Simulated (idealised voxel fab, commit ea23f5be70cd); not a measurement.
process module | voxel self aligned contacts
cross-section cut | 295 nm wide | cells 5 nm
A cross-section is a grid of square cells, given in bands from the top down. A band is one or more rows of cells.
Each band's line starts with the height of the band's top and of its bottom, in nm. Then come its materials from left to right, each with its width in nm. One material with "throughout" fills the band from edge to edge. "air" is empty space.
Height 0 is the level under which the wafer as received is all one material. The lowest band goes on downwards, as in "0 down".
A width such as "30 to 40" changes by the same amount from each row of cells to the next, from the band's top row to its bottom row.
"no change" after a step means that no cell of the cross-section changed.
closed voids: empty space of 8 cells or more with no open way to the top, each as width x height at its distance from the left edge, in nm
after a step's settings: what the simulator itself notes on the step
overlay nm, on a step with a mask: how far to the right of its planned place the mask lay; to the left if negative
plan
1 op RECEIVE | material Si
2 op CONFORMAL_DEP | material SiO2 | thk nm 5
3 op DIRECTIONAL_DEP | material polySi | thk nm 30
4 op DIRECTIONAL_DEP | material SiN | thk nm 25
5 op MASKED_ETCH | tone cover | mask id GATE | width nm 30 | pitch nm 75 | etch materials SiN | depth nm 25 | overlay nm 0
6 op MASKED_ETCH | tone cover | mask id GATE | width nm 30 | pitch nm 75 | etch materials polySi | depth nm 30 | overlay nm 0
7 op CONFORMAL_DEP | material SiN | thk nm 10
8 op DIRECTIONAL_ETCH | etch materials SiN | depth nm 10
9 op FILL_DEP | material SiO2 | thk nm 15
10 op CMP | height nm 65
11 op PATTERN | tone open | mask id CONTACT | material resist | width nm 55 | pitch nm 75 | thk nm 15 | overlay nm 0
12 op DIRECTIONAL_ETCH | etch materials SiO2 | depth nm 65
13 op STRIP | etch materials resist
14 op CONFORMAL_DEP | material TiN | thk nm 5
15 op FILL_DEP | material W | thk nm 10
16 op CMP | height nm 65
17 op CONFORMAL_DEP | material SiCN | thk nm 5
as received, after step 1
  0 down: Si throughout
  closed voids: none
a wafer at the end: this start, this plan, one mistake
  70 to 65: SiCN throughout
  65 to 60: SiO2 85 | TiN 15 | W 15 | TiN 20 | SiO2 25 | TiN 15 | W 15 | TiN 20 | SiO2 85
  60 to 35: SiO2 45 | SiN 50 | TiN 5 | W 15 | TiN 5 | SiN 50 | TiN 5 | W 15 | TiN 5 | SiN 50 | SiO2 50
  35 to 5: SiO2 45 | SiN 10 | polySi 30 | SiN 10 | TiN 5 | W 15 | TiN 5 | SiN 10 | polySi 30 | SiN 10 | TiN 5 | W 15 | TiN 5 | SiN 10 | polySi 30 | SiN 10 | SiO2 50
  5 to 0: SiO2 95 | TiN 25 | SiO2 50 | TiN 25 | SiO2 100
  0 down: Si throughout
  closed voids: none
what went wrong: step 11 ran as: op PATTERN | tone open | mask id CONTACT | material resist | width nm 50 | pitch nm 75 | thk nm 15 | overlay nm 0
